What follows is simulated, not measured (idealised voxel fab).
The document below concerns the process module designated voxel transistor to metal.
The cross-section shown here is cut; it is 195 nm wide and divided into square cells measuring 5 nm on a side.
Cross-section format: a grid of square cells, given as bands from top to bottom; each band is one or more rows of cells.
Band: top and bottom heights (nm) first, top before bottom; then materials from left to right, widths in nm. "throughout" marks a sole material filling the band edge to edge. "blank" denotes empty space.
Note: height 0 marks the level under which the wafer is uniformly one material as received. Lowest band unbounded below, written "0 down".
You'd read "30 to 40" like this: the band's top row of cells is as wide as the first number, its bottom row is as wide as the second, and going down, every row changes width by the same amount as the row before did.
No cell of the cross-section changed in a step that is given as "nothing changed".
Closed-off voids of 8+ cells (no open route to the top) go in "Enclosed cavities", written width x height at distance from the left edge, in nm.
That trailing text on a step's line, after the settings, is the simulator's own remark on the step.
overlay nm, on a step with a mask: how far to the right of its planned place the mask lay; to the left if negative
[The planned process steps are enumerated hereunder]
1. op RECEIVE | material Si
2. op CONFORMAL_DEP | material SiO2 | thk nm 5
3. op CONFORMAL_DEP | material SiN | thk nm 10
4. op MASKED_ETCH | tone cover | mask id ACTIVE | width nm 115 | etch materials SiN | depth nm 10 | overlay nm 0
5. op MASKED_ETCH | tone cover | mask id ACTIVE | width nm 115 | etch materials SiO2 | depth nm 5 | overlay nm 0
6. op MASKED_ETCH | tone cover | mask id ACTIVE | width nm 115 | etch materials Si | depth nm 30 | overlay nm 0
7. op FILL_DEP | material SiO2 | thk nm 5
8. op CMP | height nm 15
9. op SELECTIVE_ETCH | etch materials SiO2 | depth nm 5
10. op STRIP | etch materials SiN
11. op SELECTIVE_ETCH | etch materials SiO2 | depth nm 5
12. op OXIDIZE | depth nm 5
13. op DIRECTIONAL_DEP | material polySi | thk nm 20
14. op DIRECTIONAL_DEP | material SiCN | thk nm 10
15. op PATTERN | tone cover | mask id GATE | material resist | width nm 25 | thk nm 15 | overlay nm 0
16. op DIRECTIONAL_ETCH | etch materials SiCN | depth nm 20
17. op DIRECTIONAL_ETCH | etch materials polySi | depth nm 30
18. op STRIP | etch materials resist
19. op CONFORMAL_DEP | material SiO2 | thk nm 5
20. op DIRECTIONAL_ETCH | etch materials SiO2 | depth nm 5
21. op CONFORMAL_DEP | material SiN | thk nm 10
22. op DIRECTIONAL_ETCH | etch materials SiN | depth nm 10
23. op DIRECTIONAL_ETCH | etch materials SiO2 | depth nm 5
24. op DIRECTIONAL_ETCH | etch materials Si | depth nm 15
25. op EPI | material SiGe | thk nm 15
26. op FILL_DEP | material SiO2 | thk nm 5
27. op CMP | height nm 20
28. op STRIP | etch materials polySi
29. op SELECTIVE_ETCH | etch materials SiO2 | depth nm 5
30. op CONFORMAL_DEP | material HfO2 | thk nm 5
31. op CONFORMAL_DEP | material TiN | thk nm 5
32. op FILL_DEP | material W | thk nm 10
33. op CMP | height nm 15
34. op DIRECTIONAL_DEP | material SiO2 | thk nm 15
35. op MASKED_ETCH | tone open | mask id CONTACT | width nm 15 | pitch nm 80 | etch materials SiO2 | depth nm 20 | overlay nm 0
36. op CONFORMAL_DEP | material TiN | thk nm 5
37. op FILL_DEP | material W | thk nm 10
38. op CMP | height nm 30
39. op CONFORMAL_DEP | material SiCN | thk nm 5
40. op DIRECTIONAL_DEP | material SiO2 | thk nm 25
41. op MASKED_ETCH | tone open | mask id METAL_1 | width nm 15 | pitch nm 80 | etch materials SiO2 | depth nm 25 | overlay nm 0
42. op MASKED_ETCH | tone open | mask id METAL_1 | width nm 15 | pitch nm 80 | etch materials SiCN | depth nm 5 | overlay nm 0
43. op CONFORMAL_DEP | material TiN | thk nm 5
44. op FILL_DEP | material Cu | thk nm 5
45. op CMP | height nm 60
46. op CONFORMAL_DEP | material SiCN | thk nm 5
47. op DIRECTIONAL_DEP | material lowk | thk nm 25
48. op MASKED_ETCH | tone open | mask id METAL_2 | width nm 15 | pitch nm 80 | etch materials lowk | depth nm 15 | overlay nm 0
49. op DIRECTIONAL_DEP | material aC | thk nm 10
50. op PATTERN | tone open | mask id METAL_2_HOLES | material resist | width nm 15 | pitch nm 80 | thk nm 30 | overlay nm 0
51. op DIRECTIONAL_ETCH | etch materials aC | depth nm 10
52. op STRIP | etch materials resist
53. op DIRECTIONAL_ETCH | etch materials lowk | depth nm 10
54. op DIRECTIONAL_ETCH | etch materials SiCN | depth nm 5
55. op STRIP | etch materials aC
56. op CONFORMAL_DEP | material TiN | thk nm 5
57. op FILL_DEP | material Cu | thk nm 10
58. op CMP | height nm 90
59. op CONFORMAL_DEP | material SiN | thk nm 5
[The first wafer of two, processed as planned]
[Cross-section, incoming material, after step 1]
> 0 down  Si throughout
> Enclosed cavities: none
[You're looking at a cross-section of the wafer after step 2]
> 5 to 0  SiO2 throughout
> Anything lower than 0 is untouched.
[You're looking at a cross-section of the wafer after step 3]
> 15 to 5  SiN throughout
> Anything lower than 5 is untouched.
[You're looking at a cross-section of the wafer after step 4]
> 15 to 5  blank 40, SiN 115, blank 40
> Anything lower than 5 is untouched.
[You're looking at a cross-section of the wafer after step 5]
> 15 to 5  blank 40, SiN 115, blank 40
> 5 to 0  blank 40, SiO2 115, blank 40
> Anything lower than 0 is untouched.
[You're looking at a cross-section of the wafer after step 6]
> 15 to 5  blank 40, SiN 115, blank 40
> 5 to 0  blank 40, SiO2 115, blank 40
> 0 to -30  blank 40, Si 115, blank 40
> Anything lower than -30 is untouched.
[You're looking at a cross-section of the wafer after step 7]
> 20 to 15  SiO2 throughout
> 15 to 5  SiO2 40, SiN 115, SiO2 40
> 5 to 0  SiO2 throughout
> 0 to -30  SiO2 40, Si 115, SiO2 40
> Anything lower than -30 is untouched.
[You're looking at a cross-section of the wafer after step 8]
> 15 to 5  SiO2 40, SiN 115, SiO2 40
> Anything lower than 5 is untouched.
[You're looking at a cross-section of the wafer after step 9]
> 15 to 10  blank 40, SiN 115, blank 40
> Anything lower than 10 is untouched.
[You're looking at a cross-section of the wafer after step 10]
> 10 to 5  SiO2 40, blank 115, SiO2 40
> Anything lower than 5 is untouched.
[You're looking at a cross-section of the wafer after step 11]
> 5 to 0  SiO2 35, blank 125, SiO2 35
> Anything lower than 0 is untouched.
[You're looking at a cross-section of the wafer after step 12]
> 5 to 0  SiO2 35, blank 125, SiO2 35
> 0 to -5  SiO2 throughout
> Anything lower than -5 is untouched.
[You're looking at a cross-section of the wafer after step 13]
> 25 to 20  polySi 35, blank 125, polySi 35
> 20 to 5  polySi throughout
> 5 to 0  SiO2 35, polySi 125, SiO2 35
> Anything lower than 0 is untouched.
[You're looking at a cross-section of the wafer after step 14]
> 35 to 30  SiCN 35, blank 125, SiCN 35
> 30 to 25  SiCN throughout
> 25 to 20  polySi 35, SiCN 125, polySi 35
> Anything lower than 20 is untouched.
[You're looking at a cross-section of the wafer after step 15]
> 50 to 35  blank 85, resist 25, blank 85
> 35 to 30  SiCN 35, blank 50, resist 25, blank 50, SiCN 35
> Anything lower than 30 is untouched.
[You're looking at a cross-section of the wafer after step 16]
> 50 to 30  blank 85, resist 25, blank 85
> 30 to 25  blank 85, SiCN 25, blank 85
> 25 to 20  polySi 35, blank 50, SiCN 25, blank 50, polySi 35
> Anything lower than 20 is untouched.
[You're looking at a cross-section of the wafer after step 17]
> 50 to 30  blank 85, resist 25, blank 85
> 30 to 20  blank 85, SiCN 25, blank 85
> 20 to 5  blank 85, polySi 25, blank 85
> 5 to 0  SiO2 35, blank 50, polySi 25, blank 50, SiO2 35
> Anything lower than 0 is untouched.
[You're looking at a cross-section of the wafer after step 18]
> 30 to 20  blank 85, SiCN 25, blank 85
> Anything lower than 20 is untouched.
[You're looking at a cross-section of the wafer after step 19]
> 35 to 30  blank 80, SiO2 35, blank 80
> 30 to 20  blank 80, SiO2 5, SiCN 25, SiO2 5, blank 80
> 20 to 10  blank 80, SiO2 5, polySi 25, SiO2 5, blank 80
> 10 to 5  SiO2 40, blank 40, SiO2 5, polySi 25, SiO2 5, blank 40, SiO2 40
> 5 to 0  SiO2 85, polySi 25, SiO2 85
> Anything lower than 0 is untouched.
[You're looking at a cross-section of the wafer after step 20]
> 30 to 20  blank 80, SiO2 5, SiCN 25, SiO2 5, blank 80
> 20 to 5  blank 80, SiO2 5, polySi 25, SiO2 5, blank 80
> 5 to 0  SiO2 40, blank 40, SiO2 5, polySi 25, SiO2 5, blank 40, SiO2 40
> Anything lower than 0 is untouched.
[You're looking at a cross-section of the wafer after step 21]
> 40 to 30  blank 70, SiN 55, blank 70
> 30 to 20  blank 70, SiN 10, SiO2 5, SiCN 25, SiO2 5, SiN 10, blank 70
> 20 to 15  blank 70, SiN 10, SiO2 5, polySi 25, SiO2 5, SiN 10, blank 70
> 15 to 10  SiN 50, blank 20, SiN 10, SiO2 5, polySi 25, SiO2 5, SiN 10, blank 20, SiN 50
> 10 to 5  SiN 80, SiO2 5, polySi 25, SiO2 5, SiN 80
> 5 to 0  SiO2 40, SiN 40, SiO2 5, polySi 25, SiO2 5, SiN 40, SiO2 40
> Anything lower than 0 is untouched.
[You're looking at a cross-section of the wafer after step 22]
> 30 to 20  blank 70, SiN 10, SiO2 5, SiCN 25, SiO2 5, SiN 10, blank 70
> 20 to 5  blank 70, SiN 10, SiO2 5, polySi 25, SiO2 5, SiN 10, blank 70
> 5 to 0  SiO2 40, SiN 10, blank 20, SiN 10, SiO2 5, polySi 25, SiO2 5, SiN 10, blank 20, SiN 10, SiO2 40
> Anything lower than 0 is untouched.
[You're looking at a cross-section of the wafer after step 23]
> 30 to 25  blank 70, SiN 10, blank 5, SiCN 25, blank 5, SiN 10, blank 70
> 25 to 20  blank 70, SiN 10, SiO2 5, SiCN 25, SiO2 5, SiN 10, blank 70
> 20 to 5  blank 70, SiN 10, SiO2 5, polySi 25, SiO2 5, SiN 10, blank 70
> 5 to 0  blank 40, SiN 10, blank 20, SiN 10, SiO2 5, polySi 25, SiO2 5, SiN 10, blank 20, SiN 10, blank 40
> 0 to -5  SiO2 50, blank 20, SiO2 55, blank 20, SiO2 50
> Anything lower than -5 is untouched.
[You're looking at a cross-section of the wafer after step 24]
> 30 to 25  blank 70, SiN 10, blank 5, SiCN 25, blank 5, SiN 10, blank 70
> 25 to 20  blank 70, SiN 10, SiO2 5, SiCN 25, SiO2 5, SiN 10, blank 70
> 20 to 5  blank 70, SiN 10, SiO2 5, polySi 25, SiO2 5, SiN 10, blank 70
> 5 to 0  blank 40, SiN 10, blank 20, SiN 10, SiO2 5, polySi 25, SiO2 5, SiN 10, blank 20, SiN 10, blank 40
> 0 to -5  SiO2 50, blank 20, SiO2 55, blank 20, SiO2 50
> -5 to -20  SiO2 40, Si 10, blank 20, Si 55, blank 20, Si 10, SiO2 40
> Anything lower than -20 is untouched.
[You're looking at a cross-section of the wafer after step 25]
> 30 to 25  blank 70, SiN 10, blank 5, SiCN 25, blank 5, SiN 10, blank 70
> 25 to 20  blank 70, SiN 10, SiO2 5, SiCN 25, SiO2 5, SiN 10, blank 70
> 20 to 10  blank 70, SiN 10, SiO2 5, polySi 25, SiO2 5, SiN 10, blank 70
> 10 to 5  blank 45, SiGe 25, SiN 10, SiO2 5, polySi 25, SiO2 5, SiN 10, SiGe 25, blank 45
> 5 to 0  blank 40, SiN 10, SiGe 20, SiN 10, SiO2 5, polySi 25, SiO2 5, SiN 10, SiGe 20, SiN 10, blank 40
> 0 to -5  SiO2 50, SiGe 20, SiO2 55, SiGe 20, SiO2 50
> -5 to -20  SiO2 40, Si 10, SiGe 20, Si 55, SiGe 20, Si 10, SiO2 40
> Anything lower than -20 is untouched.
[You're looking at a cross-section of the wafer after step 26]
> 35 to 30  SiO2 throughout
> 30 to 20  SiO2 70, SiN 10, SiO2 5, SiCN 25, SiO2 5, SiN 10, SiO2 70
> 20 to 10  SiO2 70, SiN 10, SiO2 5, polySi 25, SiO2 5, SiN 10, SiO2 70
> 10 to 5  SiO2 45, SiGe 25, SiN 10, SiO2 5, polySi 25, SiO2 5, SiN 10, SiGe 25, SiO2 45
> 5 to 0  SiO2 40, SiN 10, SiGe 20, SiN 10, SiO2 5, polySi 25, SiO2 5, SiN 10, SiGe 20, SiN 10, SiO2 40
> Anything lower than 0 is untouched.
[You're looking at a cross-section of the wafer after step 27]
> 20 to 10  SiO2 70, SiN 10, SiO2 5, polySi 25, SiO2 5, SiN 10, SiO2 70
> Anything lower than 10 is untouched.
[You're looking at a cross-section of the wafer after step 28]
> 20 to 10  SiO2 70, SiN 10, SiO2 5, blank 25, SiO2 5, SiN 10, SiO2 70
> 10 to 5  SiO2 45, SiGe 25, SiN 10, SiO2 5, blank 25, SiO2 5, SiN 10, SiGe 25, SiO2 45
> 5 to 0  SiO2 40, SiN 10, SiGe 20, SiN 10, SiO2 5, blank 25, SiO2 5, SiN 10, SiGe 20, SiN 10, SiO2 40
> Anything lower than 0 is untouched.
[You're looking at a cross-section of the wafer after step 29]
> 20 to 15  blank 70, SiN 10, blank 35, SiN 10, blank 70
> 15 to 10  SiO2 70, SiN 10, blank 35, SiN 10, SiO2 70
> 10 to 5  SiO2 45, SiGe 25, SiN 10, blank 35, SiN 10, SiGe 25, SiO2 45
> 5 to 0  SiO2 40, SiN 10, SiGe 20, SiN 10, blank 35, SiN 10, SiGe 20, SiN 10, SiO2 40
> 0 to -5  SiO2 50, SiGe 20, SiO2 10, blank 35, SiO2 10, SiGe 20, SiO2 50
> Anything lower than -5 is untouched.
[You're looking at a cross-section of the wafer after step 30]
> 25 to 20  blank 65, HfO2 20, blank 25, HfO2 20, blank 65
> 20 to 15  HfO2 70, SiN 10, HfO2 5, blank 25, HfO2 5, SiN 10, HfO2 70
> 15 to 10  SiO2 70, SiN 10, HfO2 5, blank 25, HfO2 5, SiN 10, SiO2 70
> 10 to 5  SiO2 45, SiGe 25, SiN 10, HfO2 5, blank 25, HfO2 5, SiN 10, SiGe 25, SiO2 45
> 5 to 0  SiO2 40, SiN 10, SiGe 20, SiN 10, HfO2 5, blank 25, HfO2 5, SiN 10, SiGe 20, SiN 10, SiO2 40
> 0 to -5  SiO2 50, SiGe 20, SiO2 10, HfO2 35, SiO2 10, SiGe 20, SiO2 50
> Anything lower than -5 is untouched.
[You're looking at a cross-section of the wafer after step 31]
> 30 to 25  blank 60, TiN 30, blank 15, TiN 30, blank 60
> 25 to 20  TiN 65, HfO2 20, TiN 5, blank 15, TiN 5, HfO2 20, TiN 65
> 20 to 15  HfO2 70, SiN 10, HfO2 5, TiN 5, blank 15, TiN 5, HfO2 5, SiN 10, HfO2 70
> 15 to 10  SiO2 70, SiN 10, HfO2 5, TiN 5, blank 15, TiN 5, HfO2 5, SiN 10, SiO2 70
> 10 to 5  SiO2 45, SiGe 25, SiN 10, HfO2 5, TiN 5, blank 15, TiN 5, HfO2 5, SiN 10, SiGe 25, SiO2 45
> 5 to 0  SiO2 40, SiN 10, SiGe 20, SiN 10, HfO2 5, TiN 25, HfO2 5, SiN 10, SiGe 20, SiN 10, SiO2 40
> Anything lower than 0 is untouched.
[You're looking at a cross-section of the wafer after step 32]
> 40 to 30  W throughout
> 30 to 25  W 60, TiN 30, W 15, TiN 30, W 60
> 25 to 20  TiN 65, HfO2 20, TiN 5, W 15, TiN 5, HfO2 20, TiN 65
> 20 to 15  HfO2 70, SiN 10, HfO2 5, TiN 5, W 15, TiN 5, HfO2 5, SiN 10, HfO2 70
> 15 to 10  SiO2 70, SiN 10, HfO2 5, TiN 5, W 15, TiN 5, HfO2 5, SiN 10, SiO2 70
> 10 to 5  SiO2 45, SiGe 25, SiN 10, HfO2 5, TiN 5, W 15, TiN 5, HfO2 5, SiN 10, SiGe 25, SiO2 45
> Anything lower than 5 is untouched.
[You're looking at a cross-section of the wafer after step 33]
> 15 to 10  SiO2 70, SiN 10, HfO2 5, TiN 5, W 15, TiN 5, HfO2 5, SiN 10, SiO2 70
> Anything lower than 10 is untouched.
[You're looking at a cross-section of the wafer after step 34]
> 30 to 15  SiO2 throughout
> Anything lower than 15 is untouched.
[You're looking at a cross-section of the wafer after step 35]
> 30 to 15  SiO2 50, blank 15, SiO2 65, blank 15, SiO2 50
> 15 to 10  SiO2 50, blank 15, SiO2 5, SiN 10, HfO2 5, TiN 5, W 15, TiN 5, HfO2 5, SiN 10, SiO2 5, blank 15, SiO2 50
> Anything lower than 10 is untouched.
[You're looking at a cross-section of the wafer after step 36]
> 35 to 30  TiN 55, blank 5, TiN 75, blank 5, TiN 55
> 30 to 15  SiO2 50, TiN 5, blank 5, TiN 5, SiO2 65, TiN 5, blank 5, TiN 5, SiO2 50
> 15 to 10  SiO2 50, TiN 15, SiO2 5, SiN 10, HfO2 5, TiN 5, W 15, TiN 5, HfO2 5, SiN 10, SiO2 5, TiN 15, SiO2 50
> Anything lower than 10 is untouched.
[You're looking at a cross-section of the wafer after step 37]
> 45 to 35  W throughout
> 35 to 30  TiN 55, W 5, TiN 75, W 5, TiN 55
> 30 to 15  SiO2 50, TiN 5, W 5, TiN 5, SiO2 65, TiN 5, W 5, TiN 5, SiO2 50
> Anything lower than 15 is untouched.
[You're looking at a cross-section of the wafer after step 38]
> 30 to 15  SiO2 50, TiN 5, W 5, TiN 5, SiO2 65, TiN 5, W 5, TiN 5, SiO2 50
> Anything lower than 15 is untouched.
[You're looking at a cross-section of the wafer after step 39]
> 35 to 30  SiCN throughout
> Anything lower than 30 is untouched.
[You're looking at a cross-section of the wafer after step 40]
> 60 to 35  SiO2 throughout
> Anything lower than 35 is untouched.
[You're looking at a cross-section of the wafer after step 41]
> 60 to 35  SiO2 50, blank 15, SiO2 65, blank 15, SiO2 50
> Anything lower than 35 is untouched.
[You're looking at a cross-section of the wafer after step 42]
> 60 to 35  SiO2 50, blank 15, SiO2 65, blank 15, SiO2 50
> 35 to 30  SiCN 50, blank 15, SiCN 65, blank 15, SiCN 50
> Anything lower than 30 is untouched.
[You're looking at a cross-section of the wafer after step 43]
> 65 to 60  TiN 55, blank 5, TiN 75, blank 5, TiN 55
> 60 to 35  SiO2 50, TiN 5, blank 5, TiN 5, SiO2 65, TiN 5, blank 5, TiN 5, SiO2 50
> 35 to 30  SiCN 50, TiN 15, SiCN 65, TiN 15, SiCN 50
> Anything lower than 30 is untouched.
[You're looking at a cross-section of the wafer after step 44]
> 70 to 65  Cu throughout
> 65 to 60  TiN 55, Cu 5, TiN 75, Cu 5, TiN 55
> 60 to 35  SiO2 50, TiN 5, Cu 5, TiN 5, SiO2 65, TiN 5, Cu 5, TiN 5, SiO2 50
> Anything lower than 35 is untouched.
[You're looking at a cross-section of the wafer after step 45]
> 60 to 35  SiO2 50, TiN 5, Cu 5, TiN 5, SiO2 65, TiN 5, Cu 5, TiN 5, SiO2 50
> Anything lower than 35 is untouched.
[You're looking at a cross-section of the wafer after step 46]
> 65 to 60  SiCN throughout
> Anything lower than 60 is untouched.
[You're looking at a cross-section of the wafer after step 47]
> 90 to 65  lowk throughout
> Anything lower than 65 is untouched.
[You're looking at a cross-section of the wafer after step 48]
> 90 to 75  lowk 50, blank 15, lowk 65, blank 15, lowk 50
> Anything lower than 75 is untouched.
[You're looking at a cross-section of the wafer after step 49]
> 100 to 90  aC 50, blank 15, aC 65, blank 15, aC 50
> 90 to 85  lowk 50, blank 15, lowk 65, blank 15, lowk 50
> 85 to 75  lowk 50, aC 15, lowk 65, aC 15, lowk 50
> Anything lower than 75 is untouched.
[You're looking at a cross-section of the wafer after step 50]
> 130 to 100  resist 50, blank 15, resist 65, blank 15, resist 50
> Anything lower than 100 is untouched.
[You're looking at a cross-section of the wafer after step 51]
> 120 to 100  resist 50, blank 15, resist 65, blank 15, resist 50
> 100 to 90  aC 50, blank 15, aC 65, blank 15, aC 50
> 90 to 75  lowk 50, blank 15, lowk 65, blank 15, lowk 50
> Anything lower than 75 is untouched.
[You're looking at a cross-section of the wafer after step 52]
> 100 to 90  aC 50, blank 15, aC 65, blank 15, aC 50
> Anything lower than 90 is untouched.
[You're looking at a cross-section of the wafer after step 53]
> 100 to 90  aC 50, blank 15, aC 65, blank 15, aC 50
> 90 to 65  lowk 50, blank 15, lowk 65, blank 15, lowk 50
> Anything lower than 65 is untouched.
[You're looking at a cross-section of the wafer after step 54]
> 100 to 90  aC 50, blank 15, aC 65, blank 15, aC 50
> 90 to 65  lowk 50, blank 15, lowk 65, blank 15, lowk 50
> 65 to 60  SiCN 50, blank 15, SiCN 65, blank 15, SiCN 50
> Anything lower than 60 is untouched.
[You're looking at a cross-section of the wafer after step 55]
> 90 to 65  lowk 50, blank 15, lowk 65, blank 15, lowk 50
> Anything lower than 65 is untouched.
[You're looking at a cross-section of the wafer after step 56]
> 95 to 90  TiN 55, blank 5, TiN 75, blank 5, TiN 55
> 90 to 65  lowk 50, TiN 5, blank 5, TiN 5, lowk 65, TiN 5, blank 5, TiN 5, lowk 50
> 65 to 60  SiCN 50, TiN 15, SiCN 65, TiN 15, SiCN 50
> Anything lower than 60 is untouched.
[You're looking at a cross-section of the wafer after step 57]
> 105 to 95  Cu throughout
> 95 to 90  TiN 55, Cu 5, TiN 75, Cu 5, TiN 55
> 90 to 65  lowk 50, TiN 5, Cu 5, TiN 5, lowk 65, TiN 5, Cu 5, TiN 5, lowk 50
> Anything lower than 65 is untouched.
[You're looking at a cross-section of the wafer after step 58]
> 90 to 65  lowk 50, TiN 5, Cu 5, TiN 5, lowk 65, TiN 5, Cu 5, TiN 5, lowk 50
> Anything lower than 65 is untouched.
[You're looking at a cross-section of the wafer after step 59]
> 95 to 90  SiN throughout
> Anything lower than 90 is untouched.
[The second wafer: identical to the first at the outset and in its planned sequence, differing only in that one mistake was made during processing; up to and including step 48, its path is the first wafer's path]
[Second wafer, cut view, end of step 49 per plan]
> 100 to 90  Cu 50, blank 15, Cu 65, blank 15, Cu 50
> 90 to 85  lowk 50, blank 15, lowk 65, blank 15, lowk 50
> 85 to 75  lowk 50, Cu 15, lowk 65, Cu 15, lowk 50
> Anything lower than 75 is untouched.
[Second wafer, cut view, end of step 50 per plan]
> 130 to 100  resist 50, blank 15, resist 65, blank 15, resist 50
> Anything lower than 100 is untouched.
[Second wafer, cut view, end of step 51 per plan]
> 120 to 100  resist 50, blank 15, resist 65, blank 15, resist 50
> Anything lower than 100 is untouched.
[Second wafer, cut view, end of step 52 per plan]
> 100 to 90  Cu 50, blank 15, Cu 65, blank 15, Cu 50
> Anything lower than 90 is untouched.
Second wafer, cut view, end of step 53 per plan: nothing changed
Second wafer, cut view, end of step 54 per plan: nothing changed
Second wafer, cut view, end of step 55 per plan: nothing changed
[Second wafer, cut view, end of step 56 per plan]
> 105 to 100  TiN 55, blank 5, TiN 75, blank 5, TiN 55
> 100 to 90  Cu 50, TiN 5, blank 5, TiN 5, Cu 65, TiN 5, blank 5, TiN 5, Cu 50
> 90 to 85  lowk 50, TiN 15, lowk 65, TiN 15, lowk 50
> Anything lower than 85 is untouched.
[Second wafer, cut view, end of step 57 per plan]
> 115 to 105  Cu throughout
> 105 to 100  TiN 55, Cu 5, TiN 75, Cu 5, TiN 55
> 100 to 90  Cu 50, TiN 5, Cu 5, TiN 5, Cu 65, TiN 5, Cu 5, TiN 5, Cu 50
> Anything lower than 90 is untouched.
[Second wafer, cut view, end of step 58 per plan]
> 90 to 85  lowk 50, TiN 15, lowk 65, TiN 15, lowk 50
> Anything lower than 85 is untouched.
[Second wafer, cut view, end of step 59 per plan]
> 95 to 90  SiN throughout
> Anything lower than 90 is untouched.
Which mistake was made when the wafer was run? contrary to plan, step 49 was performed as op DIRECTIONAL_DEP | material Cu | thk nm 10
Counted in cells at the end, the second wafer holds more or fewer of these materials than the first: Cu: 2 more, SiCN: 6 more, TiN: 20 fewer, lowk: 12 more
